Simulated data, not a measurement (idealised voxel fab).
process module | voxel self aligned vias
cross-section cut | 295 nm wide | cells 5 nm
A cross-section is a grid of square cells, given in bands from the top down. A band is one or more rows of cells.
Each band's line starts with the height of the band's top and of its bottom, in nm. Then come its materials from left to right, each with its width in nm. One material with "throughout" fills the band from edge to edge. "air" is empty space.
Height 0 is the level under which the wafer as received is all one material. The lowest band goes on downwards, as in "0 down".
A width such as "30 to 40" changes by the same amount from each row of cells to the next, from the band's top row to its bottom row.
"no change" after a step means that no cell of the cross-section changed.
closed voids: empty space of 8 cells or more with no open way to the top, each as width x height at its distance from the left edge, in nm
after a step's settings: what the simulator itself notes on the step
overlay nm, on a step with a mask: how far to the right of its planned place the mask lay; to the left if negative
plan
1 op RECEIVE | material Si
2 op CONFORMAL_DEP | material SiO2 | thk nm 10
3 op CONFORMAL_DEP | material SiCN | thk nm 5
4 op DIRECTIONAL_DEP | material lowk | thk nm 25
5 op DIRECTIONAL_DEP | material aC | thk nm 10
6 op PATTERN | tone open | mask id LINES | material resist | width nm 25 | pitch nm 50 | thk nm 30 | overlay nm 0
7 op DIRECTIONAL_ETCH | etch materials aC | depth nm 10
8 op STRIP | etch materials resist
9 op DIRECTIONAL_ETCH | etch materials lowk | depth nm 25
10 op STRIP | etch materials aC
11 op CONFORMAL_DEP | material TiN | thk nm 5
12 op FILL_DEP | material Ru | thk nm 5
13 op CMP | height nm 40
14 op SELECTIVE_ETCH | etch materials W Ru TiN | depth nm 5
15 op FILL_DEP | material SiN | thk nm 10
16 op CMP | height nm 40
17 op DIRECTIONAL_DEP | material lowk | thk nm 15
18 op PATTERN | tone open | mask id VIAS | material resist | width nm 35 | thk nm 15 | overlay nm 0
19 op DIRECTIONAL_ETCH | etch materials lowk | depth nm 15
20 op DIRECTIONAL_ETCH | etch materials SiN | depth nm 5
21 op STRIP | etch materials resist
22 op CONFORMAL_DEP | material TiN | thk nm 5
23 op FILL_DEP | material Cu | thk nm 10
24 op CMP | height nm 55
25 op CONFORMAL_DEP | material SiCN | thk nm 5
as received, after step 1
  0 down: Si throughout
  closed voids: none
a wafer at the end: this start, this plan, one mistake
  60 to 55: SiCN throughout
  55 to 45: lowk 105 | TiN 5 | Cu 25 | TiN 5 | lowk 155
  45 to 40: lowk 105 | TiN 35 | lowk 155
  40 to 35: SiCN throughout
  35 to 10: lowk throughout
  10 to 0: SiO2 throughout
  0 down: Si throughout
  closed voids: none
what went wrong: steps 3 and 4 were swapped
